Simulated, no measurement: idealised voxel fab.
process module | voxel transistor to metal
cross-section cut | 215 nm wide | cells 5 nm
A cross-section is a grid of square cells, given in bands from the top down. A band is one or more rows of cells.
Each band's line starts with the height of the band's top and of its bottom, in nm. Then come its materials from left to right, each with its width in nm. One material with "throughout" fills the band from edge to edge. "air" is empty space.
Height 0 is the level under which the wafer as received is all one material. The lowest band goes on downwards, as in "0 down".
A width such as "30 to 40" changes by the same amount from each row of cells to the next, from the band's top row to its bottom row.
"no change" after a step means that no cell of the cross-section changed.
closed voids: empty space of 8 cells or more with no open way to the top, each as width x height at its distance from the left edge, in nm
after a step's settings: what the simulator itself notes on the step
overlay nm, on a step with a mask: how far to the right of its planned place the mask lay; to the left if negative
plan
1 op RECEIVE | material Si
2 op CONFORMAL_DEP | material SiO2 | thk nm 5
3 op CONFORMAL_DEP | material SiN | thk nm 10
4 op DIRECTIONAL_DEP | material aC | thk nm 15
5 op PATTERN | tone cover | mask id ACTIVE | material resist | width nm 115 | thk nm 30 | overlay nm 0
6 op DIRECTIONAL_ETCH | etch materials aC | depth nm 15
7 op STRIP | etch materials resist
8 op DIRECTIONAL_ETCH | etch materials SiN | depth nm 10
9 op DIRECTIONAL_ETCH | etch materials SiO2 | depth nm 5
10 op DIRECTIONAL_ETCH | etch materials Si | depth nm 30
11 op STRIP | etch materials aC
12 op FILL_DEP | material SiO2 | thk nm 10
13 op CMP | height nm 15
14 op SELECTIVE_ETCH | etch materials SiO2 | depth nm 5
15 op STRIP | etch materials SiN
16 op SELECTIVE_ETCH | etch materials SiO2 | depth nm 5
17 op OXIDIZE | depth nm 5
18 op DIRECTIONAL_DEP | material polySi | thk nm 30
19 op DIRECTIONAL_DEP | material SiCN | thk nm 15
20 op MASKED_ETCH | tone cover | mask id GATE | width nm 35 | etch materials SiCN | depth nm 25 | overlay nm 0
21 op MASKED_ETCH | tone cover | mask id GATE | width nm 35 | etch materials polySi | depth nm 40 | overlay nm 0
22 op CONFORMAL_DEP | material SiO2 | thk nm 5
23 op DIRECTIONAL_ETCH | etch materials SiO2 | depth nm 5
24 op CONFORMAL_DEP | material SiN | thk nm 5
25 op DIRECTIONAL_ETCH | etch materials SiN | depth nm 5
26 op DIRECTIONAL_ETCH | etch materials SiO2 | depth nm 5
27 op DIRECTIONAL_ETCH | etch materials Si | depth nm 15
28 op EPI | material pSi | thk nm 20
29 op FILL_DEP | material SiO2 | thk nm 5
30 op CMP | height nm 30
31 op STRIP | etch materials polySi
32 op SELECTIVE_ETCH | etch materials SiO2 | depth nm 5
33 op CONFORMAL_DEP | material HfO2 | thk nm 5
34 op CONFORMAL_DEP | material TiN | thk nm 5
35 op FILL_DEP | material W | thk nm 5
36 op CMP | height nm 25
37 op DIRECTIONAL_DEP | material SiO2 | thk nm 10
38 op MASKED_ETCH | tone open | mask id CONTACT | width nm 20 | pitch nm 85 | etch materials SiO2 | depth nm 20 | overlay nm 0
39 op CONFORMAL_DEP | material TiN | thk nm 5
40 op FILL_DEP | material W | thk nm 5
41 op CMP | height nm 35
42 op DIRECTIONAL_DEP | material TiN | thk nm 5
43 op DIRECTIONAL_DEP | material W | thk nm 15
44 op MASKED_ETCH | tone cover | mask id METAL_1 | width nm 20 | pitch nm 85 | etch materials W | depth nm 15 | overlay nm 0
45 op MASKED_ETCH | tone cover | mask id METAL_1 | width nm 20 | pitch nm 85 | etch materials TiN | depth nm 5 | overlay nm 0
46 op FILL_DEP | material SiO2 | thk nm 5
47 op CMP | height nm 55
48 op CONFORMAL_DEP | material SiN | thk nm 5
as received, after step 1
  0 down: Si throughout
  closed voids: none
first wafer at the end, as planned
  60 to 55: SiN throughout
  55 to 40: SiO2 55 | W 20 | SiO2 65 | W 20 | SiO2 55
  40 to 35: SiO2 55 | TiN 20 | SiO2 65 | TiN 20 | SiO2 55
  35 to 25: SiO2 55 | TiN 5 | W 10 | TiN 5 | SiO2 65 | TiN 5 | W 10 | TiN 5 | SiO2 55
  25 to 20: SiO2 55 | TiN 5 | W 10 | TiN 5 | SiO2 5 | SiN 5 | HfO2 5 | TiN 5 | W 25 | TiN 5 | HfO2 5 | SiN 5 | SiO2 5 | TiN 5 | W 10 | TiN 5 | SiO2 55
  20 to 15: SiO2 55 | TiN 20 | SiO2 5 | SiN 5 | HfO2 5 | TiN 5 | W 25 | TiN 5 | HfO2 5 | SiN 5 | SiO2 5 | TiN 20 | SiO2 55
  15 to 5: SiO2 45 | pSi 35 | SiN 5 | HfO2 5 | TiN 5 | W 25 | TiN 5 | HfO2 5 | SiN 5 | pSi 35 | SiO2 45
  5 to 0: SiO2 45 | pSi 5 | SiN 5 | pSi 25 | SiN 5 | HfO2 5 | TiN 35 | HfO2 5 | SiN 5 | pSi 25 | SiN 5 | pSi 5 | SiO2 45
  0 to -5: SiO2 55 | pSi 25 | SiO2 5 | HfO2 45 | SiO2 5 | pSi 25 | SiO2 55
  -5 to -20: SiO2 50 | Si 5 | pSi 25 | Si 55 | pSi 25 | Si 5 | SiO2 50
  -20 to -30: SiO2 50 | Si 115 | SiO2 50
  -30 down: Si throughout
  closed voids: none
second wafer at the end: like start, like plan, one mistake
  60 to 55: SiN throughout
  55 to 40: SiO2 55 | W 20 | SiO2 65 | W 20 | SiO2 55
  40 to 35: SiO2 55 | TiN 20 | SiO2 65 | TiN 20 | SiO2 55
  35 to 25: SiO2 55 | TiN 5 | W 10 | TiN 5 | SiO2 65 | TiN 5 | W 10 | TiN 5 | SiO2 55
  25 to 20: SiO2 55 | TiN 5 | W 10 | TiN 5 | SiO2 5 | SiN 5 | HfO2 5 | TiN 5 | W 25 | TiN 5 | HfO2 5 | SiN 5 | SiO2 5 | TiN 5 | W 10 | TiN 5 | SiO2 55
  20 to 15: SiO2 55 | TiN 20 | SiO2 5 | SiN 5 | HfO2 5 | TiN 5 | W 25 | TiN 5 | HfO2 5 | SiN 5 | SiO2 5 | TiN 20 | SiO2 55
  15 to 10: SiO2 25 | pSi 30 | SiO2 25 | SiN 5 | HfO2 5 | TiN 5 | W 25 | TiN 5 | HfO2 5 | SiN 5 | SiO2 25 | pSi 30 | SiO2 25
  10 to 5: SiO2 25 | pSi 30 | SiO2 25 | SiN 5 | HfO2 5 | TiN 35 | HfO2 5 | SiN 5 | SiO2 25 | pSi 30 | SiO2 25
  5 to 0: SiO2 25 | pSi 20 | SiN 5 | pSi 5 | SiO2 30 | HfO2 45 | SiO2 30 | pSi 5 | SiN 5 | pSi 20 | SiO2 25
  0 to -5: pSi 45 | SiO2 125 | pSi 45
  -5 to -20: pSi 45 | Si 5 | SiO2 115 | Si 5 | pSi 45
  -20 to -30: Si 50 | SiO2 115 | Si 50
  -30 down: Si throughout
  closed voids: none
what went wrong: step 5 ran as: op PATTERN | tone open | mask id ACTIVE | material resist | width nm 115 | thk nm 30 | overlay nm 0
at the end the second wafer has, in cells: 2 fewer of HfO2 | 39 fewer of Si | 2 fewer of SiN | 24 more of SiO2 | 2 fewer of TiN | 5 fewer of W | 26 more of pSi
